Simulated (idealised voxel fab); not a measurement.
Process module heading - voxel released beams
FYI the section here is cut, 210 nm wide, cells are 5 nm squares.
Cross-section = grid of square cells, listed top down in bands; band = one or more rows. Top height, bottom height, nm. Materials left to right, width each, nm. Single material + "full width" = fills band edge to edge. "air" = empty. Basically, 0 is our baseline, since under it the wafer straight out of the box is all one material. The bottom band has no lower end and keeps on going down, so it looks like "0 nm and below". Per-row width for "30 to 40": begins at first number (top row of band), ends at second number (bottom row), increment between rows held constant. The designation "stayed the same", where it is given for a processing step, indicates that no cell of the cross-section was altered in the course of that step. You'll see "Closed void list" listing empty spaces that have no way open to the top, as long as they're 8 cells or more; the notation is width x height at distance, where the distance is from the left edge, and all of it is in nm. Heads up: the bit after the settings on a step's line is the simulator's remark on that step. "overlay nm" on a masked step: distance the mask lay right of its planned place, negative for left.

[Intended process steps]
1: RECEIVE (material Si)
2: CONFORMAL_DEP (material Al2O3; thk nm 10)
3: DIRECTIONAL_DEP (material SiO2; thk nm 10)
4: PATTERN (tone open; mask id ANCHOR; material resist; width nm 35; thk nm 15; overlay nm 0)
5: DIRECTIONAL_ETCH (etch materials SiO2; depth nm 10)
6: STRIP (etch materials resist)
7: CONFORMAL_DEP (material SiN; thk nm 15)
8: PATTERN (tone cover; mask id BEAM; material resist; width nm 105; thk nm 15; overlay nm 0)
9: DIRECTIONAL_ETCH (etch materials SiN; depth nm 15)
10: STRIP (etch materials resist)
11: STRIP (etch materials SiO2)

[Step 1 complete: cross-section of the wafer as received]
  0 nm and below = Si full width
  Closed void list: none

[End-of-module cross-section of the first of two wafers, processed as planned]
  35 nm to 25 nm = air=50, then SiN=20, then air=5, then SiN=80, then air=55
  25 nm to 20 nm = air=50, then SiN=105, then air=55
  20 nm to 10 nm = air=55, then SiN=35, then air=120
  10 nm to 0 nm = Al2O3 full width
  0 nm and below = Si full width
  Closed void list: none

[Cross-sectional image of the second wafer of the two following completion of the module. Starting state and process plan were the same as for the first wafer; one execution error occurred]
  25 nm to 15 nm = air=50 to 55, then SiN=10 to 5, then air=25, then SiN=70 to 5, then air=55 to 120
  15 nm to 10 nm = air=55, then SiN=35, then air=120
  10 nm to 0 nm = Al2O3 full width
  0 nm and below = Si full width
  Closed void list: none
In executing the process, a mistake was made relative to the plan: step 7 ran differently from the plan; actual operation with settings: CONFORMAL_DEP (material SiN; thk nm 5)
Final tally in cells, some materials are higher or lower on the second wafer than on the first: SiN: 50 fewer
